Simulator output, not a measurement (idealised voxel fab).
voxel tone inversion: a process module
We display cut, a cross-section 285 nm in width whose square cells are each 5 nm.
Reading order for cross-sections: top band down to bottom band. Underlying form: a grid of square cells. Band size: one or more rows of cells. Band: top and bottom heights (nm) first, top before bottom; then materials from left to right, widths in nm. "all across" marks a sole material filling the band edge to edge. "blank" denotes empty space. Convention: height 0 is the level below which the wafer, as received, is all one material. The lowest band does not terminate at the bottom but continues downward, represented as "0 nm and below". With a width like "30 to 40", each row of cells in the band differs from the next by the same amount, the top row carrying the first number and the bottom row the second. Take "all unchanged" at face value: in the step it is given for, the cross-section changed in none of its cells. For the entry "Entrapped voids", the listed items are empty spaces with no open way to the top whose size is 8 cells or more; each item follows the pattern width x height at distance, where distance is from the left edge and all three are in nm. Formally, on a step line, whatever follows the settings is a remark that the simulator itself makes on the step. "overlay nm" denotes, for a step that has a mask, the displacement of the mask to the right of its planned place, with negative values corresponding to the left.

Intended process steps:
1: RECEIVE: material Si
2: CONFORMAL_DEP: material SiCN, thk nm 5
3: DIRECTIONAL_DEP: material aC, thk nm 20
4: PATTERN: tone cover, mask id POSTS, material resist, width nm 25, pitch nm 50, thk nm 30, overlay nm -15
5: DIRECTIONAL_ETCH: etch materials aC, depth nm 20
6: STRIP: etch materials resist
7: FILL_DEP: material lowk, thk nm 10
8: CMP: height nm 25
9: STRIP: etch materials aC
10: CONFORMAL_DEP: material TiN, thk nm 5
11: FILL_DEP: material Ru, thk nm 10
12: CMP: height nm 25
13: CONFORMAL_DEP: material SiCN, thk nm 5
Wafers differ in overlay nm at step 4; plan lists the first wafer's value; identical starting state.

The first of several wafers in cross-section, exactly as it reached us after step 1:
> 0 nm and below: Si all across
> Entrapped voids: none

Wafer rows, end of module: cells per material gained (+) or lost (-) since receipt; closed voids last:
overlay nm -15; +27 Ru; +114 SiCN; +33 TiN; +168 lowk; Entrapped voids: none
overlay nm -10; +27 Ru; +114 SiCN; +33 TiN; +168 lowk; Entrapped voids: none
overlay nm -5; +27 Ru; +114 SiCN; +33 TiN; +168 lowk; Entrapped voids: none
overlay nm 0; +27 Ru; +114 SiCN; +33 TiN; +168 lowk; Entrapped voids: none
overlay nm 5; +27 Ru; +114 SiCN; +33 TiN; +168 lowk; Entrapped voids: none
overlay nm 10; +27 Ru; +114 SiCN; +33 TiN; +168 lowk; Entrapped voids: none
overlay nm 15; +27 Ru; +114 SiCN; +33 TiN; +168 lowk; Entrapped voids: none
